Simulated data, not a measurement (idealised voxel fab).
The following is a process module called voxel fin reveal.
Pictured: cross-section cut, 270 nm wide, on a grid of 5 nm square cells.
Each cross-section below is a grid of square cells, stated as bands in top-down order, with one or more rows of cells making up each band.
Look at the band entry: it leads with the top's height and the bottom's height in nm. Then it lists the materials left to right, with a width in nm for each. The word "all across" on a single material says that material fills the band edge to edge. The word "blank" is empty space.
Heights are expressed relative to 0, this being the level below which the as-received wafer comprises one material exclusively. The lowest band is unbounded in the downward direction and is denoted as in "z 0 and below".
Note: "30..40" means the width goes from the first number (top row of the band) to the second number (bottom row) in equal steps per row of cells.
A step reported as "no alteration" is a step in which no cell of the cross-section changed.
"Unvented cavities" means: voids of 8 cells or more that are shut off from the top with no open way through. Written width x height at distance, distance from the left edge, in nm.
Heads up: the bit after the settings on a step's line is the simulator's remark on that step.
Among the settings permitted on a step's line is "overlay nm"; applied to a step with a mask, it specifies the extent to which the mask lay to the right of its planned position, whereas a negative figure signifies a position to the left.
# These are the steps we planned for the process
1) RECEIVE [material Si]
2) CONFORMAL_DEP [material SiN] [thk nm 10]
3) DIRECTIONAL_DEP [material aC] [thk nm 15]
4) PATTERN [tone cover] [mask id FINS] [material resist] [width nm 15] [pitch nm 35] [thk nm 35] [overlay nm 0]
5) DIRECTIONAL_ETCH [etch materials aC] [depth nm 15]
6) STRIP [etch materials resist]
7) DIRECTIONAL_ETCH [etch materials SiN] [depth nm 10]
8) DIRECTIONAL_ETCH [etch materials Si] [depth nm 40]
9) STRIP [etch materials aC]
10) FILL_DEP [material SiO2] [thk nm 10]
11) CMP [height nm 10]
12) SELECTIVE_ETCH [etch materials SiO2] [depth nm 20]
13) STRIP [etch materials SiN]
# Incoming wafer in cross-section (state: after step 1)
    z 0 and below: Si all across
    Unvented cavities: none
# First of two wafers: cross-section at end of module, run per plan
    z 0 to -10: blank=110 | Si=15 | blank=20 | Si=15 | blank=110
    z -10 to -40: SiO2=110 | Si=15 | SiO2=20 | Si=15 | SiO2=110
    z -40 and below: Si all across
    Unvented cavities: none
# Wafer two cross-section, module end. Start and plan unchanged from wafer one; one mistake made during the run
    z 0 to -10: blank=110 | Si=20 | blank=15 | Si=20 | blank=105
    z -10 to -40: SiO2=110 | Si=20 | SiO2=15 | Si=20 | SiO2=105
    z -40 and below: Si all across
    Unvented cavities: none
What was the processing mistake? step 4: run off-plan, actual operation and settings PATTERN [tone cover] [mask id FINS] [material resist] [width nm 20] [pitch nm 35] [thk nm 35] [overlay nm 0]
The closing comparison, in cells, has the second wafer with more or fewer of some materials than the first: Si: 16 more, SiO2: 12 fewer
